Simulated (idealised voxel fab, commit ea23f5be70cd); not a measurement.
Presented below is a process module, voxel self aligned vias.
In the cross-section labelled cut, the width is 140 nm and each square cell is 5 nm.
Each cross-section below is a grid of square cells, stated as bands in top-down order, with one or more rows of cells making up each band.
Band: top and bottom heights (nm) first, top before bottom; then materials from left to right, widths in nm. "full width" marks a sole material filling the band edge to edge. "blank" denotes empty space.
We count height from 0. Below that, the starting wafer is all one material. The lowest band never ends at the bottom but goes on down; see "from 0 down" for how that is written.
Quick explanation for "30->40": the width changes in equal steps down the rows of cells, from the first number in the band's top row to the second number in its bottom row.
"left unchanged" (step): cross-section cells unchanged, all of them.
Voids not open to the top, 8 cells minimum: see "Trapped voids". Written width x height at distance; distance is from the left edge; nm.
Heads up: the bit after the settings on a step's line is the simulator's remark on that step.
Steps that use a mask can have "overlay nm" on their line. It says how far the mask sat to the right of where it was meant to be. Negative means to the left.

The process steps that were planned are listed below:
1 RECEIVE,material Si
2 CONFORMAL_DEP,material SiO2,thk nm 15
3 CONFORMAL_DEP,material SiCN,thk nm 5
4 DIRECTIONAL_DEP,material SiO2,thk nm 20
5 MASKED_ETCH,tone open,mask id LINES,width nm 25,pitch nm 50,etch materials SiO2,depth nm 20,overlay nm 0
6 CONFORMAL_DEP,material TiN,thk nm 5
7 FILL_DEP,material W,thk nm 10
8 CMP,height nm 40
9 SELECTIVE_ETCH,etch materials W Ru TiN,depth nm 10
10 FILL_DEP,material SiN,thk nm 5
11 CMP,height nm 40
12 DIRECTIONAL_DEP,material SiO2,thk nm 15
13 PATTERN,tone open,mask id VIAS,material resist,width nm 35,thk nm 20,overlay nm 0
14 DIRECTIONAL_ETCH,etch materials SiO2,depth nm 15
15 DIRECTIONAL_ETCH,etch materials SiN,depth nm 10
16 STRIP,etch materials resist
17 CONFORMAL_DEP,material TiN,thk nm 5
18 FILL_DEP,material Cu,thk nm 10
19 CMP,height nm 55
20 CONFORMAL_DEP,material SiN,thk nm 5

Here's what the wafer looked like in cross-section when it arrived - that's after step 1:
    from 0 down = Si full width
    Trapped voids: none

Module complete - cross-section of the first of two wafers, run according to plan:
    from 60 to 55 = SiN full width
    from 55 to 45 = SiO2 25 nm, TiN 5 nm, Cu 25 nm, TiN 5 nm, SiO2 80 nm
    from 45 to 40 = SiO2 25 nm, TiN 10 nm, Cu 15 nm, TiN 10 nm, SiO2 80 nm
    from 40 to 35 = SiO2 30 nm, TiN 5 nm, Cu 15 nm, TiN 5 nm, SiO2 25 nm, SiN 25 nm, SiO2 35 nm
    from 35 to 30 = SiO2 30 nm, TiN 25 nm, SiO2 25 nm, SiN 25 nm, SiO2 35 nm
    from 30 to 25 = SiO2 30 nm, TiN 5 nm, W 15 nm, TiN 5 nm, SiO2 25 nm, TiN 5 nm, W 15 nm, TiN 5 nm, SiO2 35 nm
    from 25 to 20 = SiO2 30 nm, TiN 25 nm, SiO2 25 nm, TiN 25 nm, SiO2 35 nm
    from 20 to 15 = SiCN full width
    from 15 to 0 = SiO2 full width
    from 0 down = Si full width
    Trapped voids: none

Presented here is a cross-section of the second of the two wafers as it stood at the end of the module. It was started in the same manner and assigned the same plan as the first wafer; however, one mistake was made in its execution:
    from 75 to 70 = SiN full width
    from 70 to 60 = Cu full width
    from 60 to 55 = TiN 30 nm, Cu 25 nm, TiN 85 nm
    from 55 to 45 = SiO2 25 nm, TiN 5 nm, Cu 25 nm, TiN 5 nm, SiO2 80 nm
    from 45 to 40 = SiO2 25 nm, TiN 10 nm, Cu 15 nm, TiN 10 nm, SiO2 80 nm
    from 40 to 35 = SiO2 30 nm, TiN 5 nm, Cu 15 nm, TiN 5 nm, SiO2 25 nm, SiN 25 nm, SiO2 35 nm
    from 35 to 30 = SiO2 30 nm, TiN 25 nm, SiO2 25 nm, SiN 25 nm, SiO2 35 nm
    from 30 to 25 = SiO2 30 nm, TiN 5 nm, W 15 nm, TiN 5 nm, SiO2 25 nm, TiN 5 nm, W 15 nm, TiN 5 nm, SiO2 35 nm
    from 25 to 20 = SiO2 30 nm, TiN 25 nm, SiO2 25 nm, TiN 25 nm, SiO2 35 nm
    from 20 to 15 = SiCN full width
    from 15 to 0 = SiO2 full width
    from 0 down = Si full width
    Trapped voids: none
What went wrong in running the wafer? the run left out plan step 19 entirely, so it was never executed
Looking at both finished wafers in cells, the second ends up ahead of or behind the first on some materials: Cu +61, TiN +23
